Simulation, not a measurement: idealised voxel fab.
process module | voxel transistor to metal
cross-section cut | 205 nm wide | cells 5 nm
A cross-section is a grid of square cells, given in bands from the top down. A band is one or more rows of cells.
Each band's line starts with the height of the band's top and of its bottom, in nm. Then come its materials from left to right, each with its width in nm. One material with "throughout" fills the band from edge to edge. "air" is empty space.
Height 0 is the level under which the wafer as received is all one material. The lowest band goes on downwards, as in "0 down".
A width such as "30 to 40" changes by the same amount from each row of cells to the next, from the band's top row to its bottom row.
"no change" after a step means that no cell of the cross-section changed.
closed voids: empty space of 8 cells or more with no open way to the top, each as width x height at its distance from the left edge, in nm
after a step's settings: what the simulator itself notes on the step
overlay nm, on a step with a mask: how far to the right of its planned place the mask lay; to the left if negative
plan
1 op RECEIVE | material Si
2 op CONFORMAL_DEP | material SiO2 | thk nm 5
3 op CONFORMAL_DEP | material SiN | thk nm 15
4 op DIRECTIONAL_DEP | material aC | thk nm 10
5 op PATTERN | tone cover | mask id ACTIVE | material resist | width nm 120 | thk nm 30 | overlay nm 0
6 op DIRECTIONAL_ETCH | etch materials aC | depth nm 10
7 op STRIP | etch materials resist
8 op DIRECTIONAL_ETCH | etch materials SiN | depth nm 15
9 op DIRECTIONAL_ETCH | etch materials SiO2 | depth nm 5
10 op DIRECTIONAL_ETCH | etch materials Si | depth nm 30
11 op STRIP | etch materials aC
12 op FILL_DEP | material SiO2 | thk nm 5
13 op CMP | height nm 20
14 op SELECTIVE_ETCH | etch materials SiO2 | depth nm 15
15 op STRIP | etch materials SiN
16 op SELECTIVE_ETCH | etch materials SiO2 | depth nm 5
17 op OXIDIZE | depth nm 5
18 op DIRECTIONAL_DEP | material polySi | thk nm 30
19 op DIRECTIONAL_DEP | material SiCN | thk nm 15
20 op DIRECTIONAL_DEP | material aC | thk nm 10
21 op PATTERN | tone cover | mask id GATE | material resist | width nm 20 | thk nm 30 | overlay nm 0
22 op DIRECTIONAL_ETCH | etch materials aC | depth nm 10
23 op STRIP | etch materials resist
24 op DIRECTIONAL_ETCH | etch materials SiCN | depth nm 25
25 op DIRECTIONAL_ETCH | etch materials polySi | depth nm 40
26 op STRIP | etch materials aC
27 op CONFORMAL_DEP | material SiN | thk nm 10
28 op DIRECTIONAL_ETCH | etch materials SiN | depth nm 10
29 op DIRECTIONAL_ETCH | etch materials SiO2 | depth nm 5
30 op EPI | material nSi | thk nm 5
31 op FILL_DEP | material SiO2 | thk nm 5
32 op CMP | height nm 45
33 op DIRECTIONAL_DEP | material SiO2 | thk nm 15
34 op PATTERN | tone open | mask id CONTACT | material resist | width nm 20 | pitch nm 80 | thk nm 15 | overlay nm 0
35 op DIRECTIONAL_ETCH | etch materials SiO2 | depth nm 60
36 op STRIP | etch materials resist
37 op CONFORMAL_DEP | material TiN | thk nm 5
38 op FILL_DEP | material W | thk nm 5
39 op CMP | height nm 60
40 op DIRECTIONAL_DEP | material TiN | thk nm 5
41 op DIRECTIONAL_DEP | material Ru | thk nm 15
42 op MASKED_ETCH | tone cover | mask id METAL_1 | width nm 20 | pitch nm 80 | etch materials Ru | depth nm 15 | overlay nm 0
43 op MASKED_ETCH | tone cover | mask id METAL_1 | width nm 20 | pitch nm 80 | etch materials TiN | depth nm 5 | overlay nm 0
44 op FILL_DEP | material SiO2 | thk nm 5
45 op CMP | height nm 80
46 op CONFORMAL_DEP | material SiCN | thk nm 5
47 op DIRECTIONAL_DEP | material lowk | thk nm 25
48 op PATTERN | tone open | mask id METAL_2_HOLES | material resist | width nm 15 | pitch nm 80 | thk nm 20 | overlay nm 0
49 op DIRECTIONAL_ETCH | etch materials lowk | depth nm 25
50 op STRIP | etch materials resist
51 op MASKED_ETCH | tone open | mask id METAL_2 | width nm 20 | pitch nm 80 | etch materials lowk | depth nm 15 | overlay nm 0
52 op MASKED_ETCH | tone open | mask id METAL_2 | width nm 20 | pitch nm 80 | etch materials SiCN | depth nm 5 | overlay nm 0
53 op CONFORMAL_DEP | material TiN | thk nm 5
54 op FILL_DEP | material Cu | thk nm 10
55 op CMP | height nm 110
56 op CONFORMAL_DEP | material SiN | thk nm 5
as received, after step 1
  0 down: Si throughout
  closed voids: none
first wafer at the end, as planned
  115 to 110: SiN throughout
  110 to 100: lowk 50 | TiN 5 | Cu 10 | TiN 5 | lowk 60 | TiN 5 | Cu 10 | TiN 5 | lowk 55
  100 to 95: lowk 50 | TiN 5 | Cu 5 | TiN 10 | lowk 60 | TiN 5 | Cu 5 | TiN 10 | lowk 55
  95 to 85: lowk 50 | TiN 5 | Cu 5 | TiN 5 | lowk 65 | TiN 5 | Cu 5 | TiN 5 | lowk 60
  85 to 80: SiCN 50 | TiN 15 | SiCN 65 | TiN 15 | SiCN 60
  80 to 65: SiO2 50 | Ru 20 | SiO2 60 | Ru 20 | SiO2 55
  65 to 60: SiO2 50 | TiN 20 | SiO2 60 | TiN 20 | SiO2 55
  60 to 45: SiO2 50 | TiN 5 | W 10 | TiN 5 | SiO2 60 | TiN 5 | W 10 | TiN 5 | SiO2 55
  45 to 30: SiO2 50 | TiN 5 | W 10 | TiN 5 | SiO2 10 | SiN 10 | SiCN 20 | SiN 10 | SiO2 10 | TiN 5 | W 10 | TiN 5 | SiO2 55
  30 to 5: SiO2 50 | TiN 5 | W 10 | TiN 5 | SiO2 10 | SiN 10 | polySi 20 | SiN 10 | SiO2 10 | TiN 5 | W 10 | TiN 5 | SiO2 55
  5 to 0: SiO2 50 | TiN 20 | SiO2 10 | SiN 10 | polySi 20 | SiN 10 | SiO2 10 | TiN 20 | SiO2 55
  0 to -5: SiO2 35 | nSi 45 | SiO2 40 | nSi 45 | SiO2 40
  -5 to -30: SiO2 40 | Si 120 | SiO2 45
  -30 down: Si throughout
  closed voids: none
second wafer at the end: like start, like plan, one mistake
  115 to 110: SiN throughout
  110 to 100: lowk 50 | TiN 5 | Cu 5 | TiN 5 | lowk 65 | TiN 5 | Cu 5 | TiN 5 | lowk 60
  100 to 95: lowk 50 | TiN 15 | lowk 65 | TiN 15 | lowk 60
  95 to 85: lowk throughout
  85 to 80: SiCN throughout
  80 to 65: SiO2 50 | Ru 20 | SiO2 60 | Ru 20 | SiO2 55
  65 to 60: SiO2 50 | TiN 20 | SiO2 60 | TiN 20 | SiO2 55
  60 to 45: SiO2 50 | TiN 5 | W 10 | TiN 5 | SiO2 60 | TiN 5 | W 10 | TiN 5 | SiO2 55
  45 to 30: SiO2 50 | TiN 5 | W 10 | TiN 5 | SiO2 10 | SiN 10 | SiCN 20 | SiN 10 | SiO2 10 | TiN 5 | W 10 | TiN 5 | SiO2 55
  30 to 5: SiO2 50 | TiN 5 | W 10 | TiN 5 | SiO2 10 | SiN 10 | polySi 20 | SiN 10 | SiO2 10 | TiN 5 | W 10 | TiN 5 | SiO2 55
  5 to 0: SiO2 50 | TiN 20 | SiO2 10 | SiN 10 | polySi 20 | SiN 10 | SiO2 10 | TiN 20 | SiO2 55
  0 to -5: SiO2 35 | nSi 45 | SiO2 40 | nSi 45 | SiO2 40
  -5 to -30: SiO2 40 | Si 120 | SiO2 45
  -30 down: Si throughout
  closed voids: none
what went wrong: step 47 was run twice
at the end the second wafer has, in cells: 10 fewer of Cu | 6 more of SiCN | 14 fewer of TiN | 18 more of lowk
